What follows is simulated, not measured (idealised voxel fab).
The process module presented herein is designated voxel fin reveal.
For reference, the cross-section in this document is cut, with width 160 nm and square cells of 5 nm.
Square cells in a grid make up a cross-section in this document, and the grid is given as bands, listed from the top down, each one or more rows of cells. This entry defines a band. It first specifies the height of the band's top and the height of its bottom in nm, and then specifies the band's materials from left to right, stating each material with its width in nm. The word "edge to edge" identifies a single material that fills the band from edge to edge, while the word "blank" identifies empty space. Measure heights from 0. That's the level where, below it, the as-received wafer is all one material. The lowest band is bottomless and extends downward; write it as in "from 0 down". Note: "30..40" means the width goes from the first number (top row of the band) to the second number (bottom row) in equal steps per row of cells. What does "nothing altered" mean for a step? It means no cell of the cross-section changed in that step. Under "Enclosed voids" you'll find the enclosed gaps, the ones with no way out to the top, that are 8 cells or bigger; each reads width x height at distance, with distance counted from the left edge, everything in nm. Post-settings text on a step line: simulator's own remark regarding the step. Each step line may optionally specify "overlay nm", which for a step with a mask gives the rightward distance between the mask's planned place and where it lay, a negative value indicating the leftward direction.
-- Planned process steps
1. RECEIVE,material Si
2. CONFORMAL_DEP,material SiN,thk nm 10
3. DIRECTIONAL_DEP,material aC,thk nm 10
4. PATTERN,tone cover,mask id FINS,material resist,width nm 15,pitch nm 35,thk nm 30,overlay nm 0
5. DIRECTIONAL_ETCH,etch materials aC,depth nm 10
6. STRIP,etch materials resist
7. DIRECTIONAL_ETCH,etch materials SiN,depth nm 10
8. DIRECTIONAL_ETCH,etch materials Si,depth nm 40
9. STRIP,etch materials aC
10. FILL_DEP,material SiO2,thk nm 15
11. CMP,height nm 10
12. SELECTIVE_ETCH,etch materials SiO2,depth nm 25
13. STRIP,etch materials SiN
14. CONFORMAL_DEP,material SiO2,thk nm 5
-- First of two wafers, processed according to plan
-- Step 1 complete: cross-section of the wafer as received
	from 0 down | Si edge to edge
	Enclosed voids: none
-- You're looking at a cross-section of the wafer after step 2
	from 10 to 0 | SiN edge to edge
	Below a height of 0, the structure has not been altered.
-- You're looking at a cross-section of the wafer after step 3
	from 20 to 10 | aC edge to edge
	Below a height of 10, the structure has not been altered.
-- You're looking at a cross-section of the wafer after step 4
	from 50 to 20 | blank: 35; resist: 15; blank: 20; resist: 15; blank: 20; resist: 15; blank: 40
	Below a height of 20, the structure has not been altered.
-- You're looking at a cross-section of the wafer after step 5
	from 40 to 20 | blank: 35; resist: 15; blank: 20; resist: 15; blank: 20; resist: 15; blank: 40
	from 20 to 10 | blank: 35; aC: 15; blank: 20; aC: 15; blank: 20; aC: 15; blank: 40
	Below a height of 10, the structure has not been altered.
-- You're looking at a cross-section of the wafer after step 6
	from 20 to 10 | blank: 35; aC: 15; blank: 20; aC: 15; blank: 20; aC: 15; blank: 40
	Below a height of 10, the structure has not been altered.
-- You're looking at a cross-section of the wafer after step 7
	from 20 to 10 | blank: 35; aC: 15; blank: 20; aC: 15; blank: 20; aC: 15; blank: 40
	from 10 to 0 | blank: 35; SiN: 15; blank: 20; SiN: 15; blank: 20; SiN: 15; blank: 40
	Below a height of 0, the structure has not been altered.
-- You're looking at a cross-section of the wafer after step 8
	from 20 to 10 | blank: 35; aC: 15; blank: 20; aC: 15; blank: 20; aC: 15; blank: 40
	from 10 to 0 | blank: 35; SiN: 15; blank: 20; SiN: 15; blank: 20; SiN: 15; blank: 40
	from 0 to -40 | blank: 35; Si: 15; blank: 20; Si: 15; blank: 20; Si: 15; blank: 40
	Below a height of -40, the structure has not been altered.
-- You're looking at a cross-section of the wafer after step 9
	from 10 to 0 | blank: 35; SiN: 15; blank: 20; SiN: 15; blank: 20; SiN: 15; blank: 40
	Below a height of 0, the structure has not been altered.
-- You're looking at a cross-section of the wafer after step 10
	from 25 to 10 | SiO2 edge to edge
	from 10 to 0 | SiO2: 35; SiN: 15; SiO2: 20; SiN: 15; SiO2: 20; SiN: 15; SiO2: 40
	from 0 to -40 | SiO2: 35; Si: 15; SiO2: 20; Si: 15; SiO2: 20; Si: 15; SiO2: 40
	Below a height of -40, the structure has not been altered.
-- You're looking at a cross-section of the wafer after step 11
	from 10 to 0 | SiO2: 35; SiN: 15; SiO2: 20; SiN: 15; SiO2: 20; SiN: 15; SiO2: 40
	Below a height of 0, the structure has not been altered.
-- You're looking at a cross-section of the wafer after step 12
	from 10 to 0 | blank: 35; SiN: 15; blank: 20; SiN: 15; blank: 20; SiN: 15; blank: 40
	from 0 to -15 | blank: 35; Si: 15; blank: 20; Si: 15; blank: 20; Si: 15; blank: 40
	Below a height of -15, the structure has not been altered.
-- You're looking at a cross-section of the wafer after step 13
	from 0 to -15 | blank: 35; Si: 15; blank: 20; Si: 15; blank: 20; Si: 15; blank: 40
	Below a height of -15, the structure has not been altered.
-- You're looking at a cross-section of the wafer after step 14
	from 5 to 0 | blank: 30; SiO2: 25; blank: 10; SiO2: 25; blank: 10; SiO2: 25; blank: 35
	from 0 to -10 | blank: 30; SiO2: 5; Si: 15; SiO2: 5; blank: 10; SiO2: 5; Si: 15; SiO2: 5; blank: 10; SiO2: 5; Si: 15; SiO2: 5; blank: 35
	from -10 to -40 | SiO2: 35; Si: 15; SiO2: 20; Si: 15; SiO2: 20; Si: 15; SiO2: 40
	Below a height of -40, the structure has not been altered.
-- The Second Wafer: Common Origin and Plan, One Mistake in Execution, Identical to the First Through Step 13
Cross-section of the second wafer at the time step 14 of the plan should have ended: nothing altered
The mistake made against the process plan was this: the run left out plan step 14 entirely, so it was never executed
Bottom line after processing is that, in cells, the second wafer is up or down on some materials versus the first: 50 fewer of SiO2
